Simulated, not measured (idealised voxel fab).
process module | voxel capacitor over wiring
Cross-sectional view cut (width: 145 nm; square cell size: 5 nm).
A cross-section in this document is a grid of square cells, and it is written down as bands, the top band listed before the ones below it; a band is made up of one or more rows of cells.
Each band's line starts with the height of the band's top and of its bottom, in nm. Then come its materials from left to right, each with its width in nm. One material with "throughout" fills the band from edge to edge. "empty" is empty space.
Height datum 0, below which the as-received substrate wafer is one material. Lowest band open at the bottom, running downward: "from 0 down".
Width "30->40": first value at the band's top row of cells, second value at its bottom row, equal change from row to row.
Step note "nothing was modified" = no cross-section cell changed.
Sealed void inventory: empty space of 8 cells or more with no open way to the top, each as width x height at its distance from the left edge, in nm
It should be noted that, on the line of a given step, the content following the step's settings is a remark produced by the simulator itself with respect to that step.
A step line may carry the setting "overlay nm", which, for steps involving a mask, states the distance by which the mask lay to the right of its intended position; negative values denote displacement to the left.
# Listed below are the process steps as planned
step 1: RECEIVE, material Si
step 2: CONFORMAL_DEP, material SiO2, thk nm 15
step 3: DIRECTIONAL_DEP, material TiN, thk nm 5
step 4: DIRECTIONAL_DEP, material W, thk nm 15
step 5: DIRECTIONAL_DEP, material aC, thk nm 10
step 6: PATTERN, tone cover, mask id METAL_1, material resist, width nm 30, pitch nm 85, thk nm 30, overlay nm 0
step 7: DIRECTIONAL_ETCH, etch materials aC, depth nm 10
step 8: STRIP, etch materials resist
step 9: DIRECTIONAL_ETCH, etch materials W, depth nm 15
step 10: DIRECTIONAL_ETCH, etch materials TiN, depth nm 5
step 11: STRIP, etch materials aC
step 12: FILL_DEP, material lowk, thk nm 5
step 13: CMP, height nm 35
step 14: CONFORMAL_DEP, material SiCN, thk nm 5
step 15: DIRECTIONAL_DEP, material lowk, thk nm 20
step 16: PATTERN, tone open, mask id PLUG_1, material resist, width nm 15, thk nm 15, overlay nm 0
step 17: DIRECTIONAL_ETCH, etch materials lowk, depth nm 20
step 18: DIRECTIONAL_ETCH, etch materials SiCN, depth nm 5
step 19: STRIP, etch materials resist
step 20: EPI, material Ru, thk nm 10
step 21: EPI, material Ru, thk nm 10
step 22: EPI, material Ru, thk nm 5
step 23: DIRECTIONAL_DEP, material TiN, thk nm 5
step 24: DIRECTIONAL_DEP, material HfO2, thk nm 5
step 25: DIRECTIONAL_DEP, material TiN, thk nm 10
step 26: MASKED_ETCH, tone cover, mask id UPPER_PLATE, width nm 60, etch materials TiN, depth nm 10, overlay nm 0
step 27: MASKED_ETCH, tone cover, mask id UPPER_PLATE, width nm 60, etch materials HfO2, depth nm 5, overlay nm 0
step 28: DIRECTIONAL_DEP, material aC, thk nm 15
step 29: PATTERN, tone cover, mask id LOWER_PLATE, material resist, width nm 70, thk nm 30, overlay nm 0
step 30: DIRECTIONAL_ETCH, etch materials aC, depth nm 15
step 31: STRIP, etch materials resist
step 32: DIRECTIONAL_ETCH, etch materials TiN, depth nm 5
step 33: STRIP, etch materials aC
step 34: FILL_DEP, material SiO2, thk nm 20
step 35: CMP, height nm 95
step 36: DIRECTIONAL_DEP, material aC, thk nm 15
step 37: PATTERN, tone open, mask id PLUG_2, material resist, width nm 15, thk nm 30, overlay nm 0
step 38: DIRECTIONAL_ETCH, etch materials aC, depth nm 15
step 39: STRIP, etch materials resist
step 40: DIRECTIONAL_ETCH, etch materials SiO2, depth nm 15
step 41: STRIP, etch materials aC
step 42: CONFORMAL_DEP, material TiN, thk nm 5
step 43: FILL_DEP, material Ru, thk nm 5
step 44: CMP, height nm 95
step 45: CONFORMAL_DEP, material SiCN, thk nm 5
# So, the first of our two wafers, run just as we planned it
# The cross-section here shows the wafer as received, i.e. in its state after step 1
from 0 down  Si throughout
Sealed void inventory: none
# You're looking at a cross-section of the wafer after step 2
from 15 to 0  SiO2 throughout
Under the height 0 nothing was changed.
# You're looking at a cross-section of the wafer after step 3
from 20 to 15  TiN throughout
Under the height 15 nothing was changed.
# You're looking at a cross-section of the wafer after step 4
from 35 to 20  W throughout
Under the height 20 nothing was changed.
# You're looking at a cross-section of the wafer after step 5
from 45 to 35  aC throughout
Under the height 35 nothing was changed.
# You're looking at a cross-section of the wafer after step 6
from 75 to 45  empty: 15, then resist: 30, then empty: 55, then resist: 30, then empty: 15
Under the height 45 nothing was changed.
# You're looking at a cross-section of the wafer after step 7
from 65 to 45  empty: 15, then resist: 30, then empty: 55, then resist: 30, then empty: 15
from 45 to 35  empty: 15, then aC: 30, then empty: 55, then aC: 30, then empty: 15
Under the height 35 nothing was changed.
# You're looking at a cross-section of the wafer after step 8
from 45 to 35  empty: 15, then aC: 30, then empty: 55, then aC: 30, then empty: 15
Under the height 35 nothing was changed.
# You're looking at a cross-section of the wafer after step 9
from 45 to 35  empty: 15, then aC: 30, then empty: 55, then aC: 30, then empty: 15
from 35 to 20  empty: 15, then W: 30, then empty: 55, then W: 30, then empty: 15
Under the height 20 nothing was changed.
# You're looking at a cross-section of the wafer after step 10
from 45 to 35  empty: 15, then aC: 30, then empty: 55, then aC: 30, then empty: 15
from 35 to 20  empty: 15, then W: 30, then empty: 55, then W: 30, then empty: 15
from 20 to 15  empty: 15, then TiN: 30, then empty: 55, then TiN: 30, then empty: 15
Under the height 15 nothing was changed.
# You're looking at a cross-section of the wafer after step 11
from 35 to 20  empty: 15, then W: 30, then empty: 55, then W: 30, then empty: 15
Under the height 20 nothing was changed.
# You're looking at a cross-section of the wafer after step 12
from 40 to 35  lowk throughout
from 35 to 20  lowk: 15, then W: 30, then lowk: 55, then W: 30, then lowk: 15
from 20 to 15  lowk: 15, then TiN: 30, then lowk: 55, then TiN: 30, then lowk: 15
Under the height 15 nothing was changed.
# You're looking at a cross-section of the wafer after step 13
from 35 to 20  lowk: 15, then W: 30, then lowk: 55, then W: 30, then lowk: 15
Under the height 20 nothing was changed.
# You're looking at a cross-section of the wafer after step 14
from 40 to 35  SiCN throughout
Under the height 35 nothing was changed.
# You're looking at a cross-section of the wafer after step 15
from 60 to 40  lowk throughout
Under the height 40 nothing was changed.
# You're looking at a cross-section of the wafer after step 16
from 75 to 60  resist: 30, then empty: 15, then resist: 100
Under the height 60 nothing was changed.
# You're looking at a cross-section of the wafer after step 17
from 75 to 60  resist: 30, then empty: 15, then resist: 100
from 60 to 40  lowk: 30, then empty: 15, then lowk: 100
Under the height 40 nothing was changed.
# You're looking at a cross-section of the wafer after step 18
from 75 to 60  resist: 30, then empty: 15, then resist: 100
from 60 to 40  lowk: 30, then empty: 15, then lowk: 100
from 40 to 35  SiCN: 30, then empty: 15, then SiCN: 100
Under the height 35 nothing was changed.
# You're looking at a cross-section of the wafer after step 19
from 60 to 40  lowk: 30, then empty: 15, then lowk: 100
Under the height 40 nothing was changed.
# You're looking at a cross-section of the wafer after step 20
from 60 to 45  lowk: 30, then empty: 15, then lowk: 100
from 45 to 40  lowk: 30, then Ru: 15, then lowk: 100
from 40 to 35  SiCN: 30, then Ru: 15, then SiCN: 100
Under the height 35 nothing was changed.
# You're looking at a cross-section of the wafer after step 21
from 60 to 55  lowk: 30, then empty: 15, then lowk: 100
from 55 to 40  lowk: 30, then Ru: 15, then lowk: 100
Under the height 40 nothing was changed.
# You're looking at a cross-section of the wafer after step 22
from 60 to 40  lowk: 30, then Ru: 15, then lowk: 100
Under the height 40 nothing was changed.
# You're looking at a cross-section of the wafer after step 23
from 65 to 60  TiN throughout
Under the height 60 nothing was changed.
# You're looking at a cross-section of the wafer after step 24
from 70 to 65  HfO2 throughout
Under the height 65 nothing was changed.
# You're looking at a cross-section of the wafer after step 25
from 80 to 70  TiN throughout
Under the height 70 nothing was changed.
# You're looking at a cross-section of the wafer after step 26
from 80 to 70  empty: 30, then TiN: 60, then empty: 55
Under the height 70 nothing was changed.
# You're looking at a cross-section of the wafer after step 27
from 80 to 70  empty: 30, then TiN: 60, then empty: 55
from 70 to 65  empty: 30, then HfO2: 60, then empty: 55
Under the height 65 nothing was changed.
# You're looking at a cross-section of the wafer after step 28
from 95 to 80  empty: 30, then aC: 60, then empty: 55
from 80 to 70  aC: 30, then TiN: 60, then aC: 55
from 70 to 65  aC: 30, then HfO2: 60, then aC: 55
Under the height 65 nothing was changed.
# You're looking at a cross-section of the wafer after step 29
from 125 to 95  empty: 25, then resist: 70, then empty: 50
from 95 to 80  empty: 25, then resist: 5, then aC: 60, then resist: 5, then empty: 50
Under the height 80 nothing was changed.
# You're looking at a cross-section of the wafer after step 30
from 110 to 95  empty: 25, then resist: 70, then empty: 50
from 95 to 80  empty: 25, then resist: 5, then aC: 60, then resist: 5, then empty: 50
from 80 to 70  empty: 25, then aC: 5, then TiN: 60, then aC: 5, then empty: 50
from 70 to 65  empty: 25, then aC: 5, then HfO2: 60, then aC: 5, then empty: 50
Under the height 65 nothing was changed.
# You're looking at a cross-section of the wafer after step 31
from 95 to 80  empty: 30, then aC: 60, then empty: 55
Under the height 80 nothing was changed.
# You're looking at a cross-section of the wafer after step 32
from 95 to 80  empty: 30, then aC: 60, then empty: 55
from 80 to 70  empty: 25, then aC: 5, then TiN: 60, then aC: 5, then empty: 50
from 70 to 65  empty: 25, then aC: 5, then HfO2: 60, then aC: 5, then empty: 50
from 65 to 60  empty: 25, then TiN: 70, then empty: 50
Under the height 60 nothing was changed.
# You're looking at a cross-section of the wafer after step 33
from 80 to 70  empty: 30, then TiN: 60, then empty: 55
from 70 to 65  empty: 30, then HfO2: 60, then empty: 55
Under the height 65 nothing was changed.
# You're looking at a cross-section of the wafer after step 34
from 100 to 80  SiO2 throughout
from 80 to 70  SiO2: 30, then TiN: 60, then SiO2: 55
from 70 to 65  SiO2: 30, then HfO2: 60, then SiO2: 55
from 65 to 60  SiO2: 25, then TiN: 70, then SiO2: 50
Under the height 60 nothing was changed.
# You're looking at a cross-section of the wafer after step 35
from 95 to 80  SiO2 throughout
Under the height 80 nothing was changed.
# You're looking at a cross-section of the wafer after step 36
from 110 to 95  aC throughout
Under the height 95 nothing was changed.
# You're looking at a cross-section of the wafer after step 37
from 140 to 110  resist: 40, then empty: 15, then resist: 90
Under the height 110 nothing was changed.
# You're looking at a cross-section of the wafer after step 38
from 125 to 110  resist: 40, then empty: 15, then resist: 90
from 110 to 95  aC: 40, then empty: 15, then aC: 90
Under the height 95 nothing was changed.
# You're looking at a cross-section of the wafer after step 39
from 110 to 95  aC: 40, then empty: 15, then aC: 90
Under the height 95 nothing was changed.
# You're looking at a cross-section of the wafer after step 40
from 110 to 95  aC: 40, then empty: 15, then aC: 90
from 95 to 80  SiO2: 40, then empty: 15, then SiO2: 90
Under the height 80 nothing was changed.
# You're looking at a cross-section of the wafer after step 41
from 95 to 80  SiO2: 40, then empty: 15, then SiO2: 90
Under the height 80 nothing was changed.
# You're looking at a cross-section of the wafer after step 42
from 100 to 95  TiN: 45, then empty: 5, then TiN: 95
from 95 to 85  SiO2: 40, then TiN: 5, then empty: 5, then TiN: 5, then SiO2: 90
from 85 to 80  SiO2: 40, then TiN: 15, then SiO2: 90
Under the height 80 nothing was changed.
# You're looking at a cross-section of the wafer after step 43
from 105 to 100  Ru throughout
from 100 to 95  TiN: 45, then Ru: 5, then TiN: 95
from 95 to 85  SiO2: 40, then TiN: 5, then Ru: 5, then TiN: 5, then SiO2: 90
Under the height 85 nothing was changed.
# You're looking at a cross-section of the wafer after step 44
from 95 to 85  SiO2: 40, then TiN: 5, then Ru: 5, then TiN: 5, then SiO2: 90
Under the height 85 nothing was changed.
# You're looking at a cross-section of the wafer after step 45
from 100 to 95  SiCN throughout
Under the height 95 nothing was changed.
# The second wafer began exactly as the first did and followed the same plan, but one mistake was made while running it; through step 28 inclusive, the two wafers are identical
# Second wafer, cross-section, planned end of step 29
from 125 to 95  empty: 30, then resist: 65, then empty: 50
from 95 to 80  empty: 30, then aC: 60, then resist: 5, then empty: 50
Under the height 80 nothing was changed.
# Second wafer, cross-section, planned end of step 30
from 110 to 95  empty: 30, then resist: 65, then empty: 50
from 95 to 80  empty: 30, then aC: 60, then resist: 5, then empty: 50
from 80 to 70  empty: 30, then TiN: 60, then aC: 5, then empty: 50
from 70 to 65  empty: 30, then HfO2: 60, then aC: 5, then empty: 50
Under the height 65 nothing was changed.
# Second wafer, cross-section, planned end of step 31
from 95 to 80  empty: 30, then aC: 60, then empty: 55
Under the height 80 nothing was changed.
# Second wafer, cross-section, planned end of step 32
from 95 to 80  empty: 30, then aC: 60, then empty: 55
from 80 to 70  empty: 30, then TiN: 60, then aC: 5, then empty: 50
from 70 to 65  empty: 30, then HfO2: 60, then aC: 5, then empty: 50
from 65 to 60  empty: 30, then TiN: 65, then empty: 50
Under the height 60 nothing was changed.
# Second wafer, cross-section, planned end of step 33
from 80 to 70  empty: 30, then TiN: 60, then empty: 55
from 70 to 65  empty: 30, then HfO2: 60, then empty: 55
Under the height 65 nothing was changed.
# Second wafer, cross-section, planned end of step 34
from 100 to 80  SiO2 throughout
from 80 to 70  SiO2: 30, then TiN: 60, then SiO2: 55
from 70 to 65  SiO2: 30, then HfO2: 60, then SiO2: 55
from 65 to 60  SiO2: 30, then TiN: 65, then SiO2: 50
Under the height 60 nothing was changed.
# Second wafer, cross-section, planned end of step 35
from 95 to 80  SiO2 throughout
Under the height 80 nothing was changed.
# Second wafer, cross-section, planned end of step 36
from 110 to 95  aC throughout
Under the height 95 nothing was changed.
# Second wafer, cross-section, planned end of step 37
from 140 to 110  resist: 40, then empty: 15, then resist: 90
Under the height 110 nothing was changed.
# Second wafer, cross-section, planned end of step 38
from 125 to 110  resist: 40, then empty: 15, then resist: 90
from 110 to 95  aC: 40, then empty: 15, then aC: 90
Under the height 95 nothing was changed.
# Second wafer, cross-section, planned end of step 39
from 110 to 95  aC: 40, then empty: 15, then aC: 90
Under the height 95 nothing was changed.
# Second wafer, cross-section, planned end of step 40
from 110 to 95  aC: 40, then empty: 15, then aC: 90
from 95 to 80  SiO2: 40, then empty: 15, then SiO2: 90
Under the height 80 nothing was changed.
# Second wafer, cross-section, planned end of step 41
from 95 to 80  SiO2: 40, then empty: 15, then SiO2: 90
Under the height 80 nothing was changed.
# Second wafer, cross-section, planned end of step 42
from 100 to 95  TiN: 45, then empty: 5, then TiN: 95
from 95 to 85  SiO2: 40, then TiN: 5, then empty: 5, then TiN: 5, then SiO2: 90
from 85 to 80  SiO2: 40, then TiN: 15, then SiO2: 90
Under the height 80 nothing was changed.
# Second wafer, cross-section, planned end of step 43
from 105 to 100  Ru throughout
from 100 to 95  TiN: 45, then Ru: 5, then TiN: 95
from 95 to 85  SiO2: 40, then TiN: 5, then Ru: 5, then TiN: 5, then SiO2: 90
Under the height 85 nothing was changed.
# Second wafer, cross-section, planned end of step 44
from 95 to 85  SiO2: 40, then TiN: 5, then Ru: 5, then TiN: 5, then SiO2: 90
Under the height 85 nothing was changed.
# Second wafer, cross-section, planned end of step 45
from 100 to 95  SiCN throughout
Under the height 95 nothing was changed.
Deviation from plan: off-plan run, step 29, actual operation and settings PATTERN, tone cover, mask id LOWER_PLATE, material resist, width nm 65, thk nm 30, overlay nm 0
FYI, end of process, the second wafer has more or fewer cells of some materials than the first: SiO2: 1 more; TiN: 1 fewer
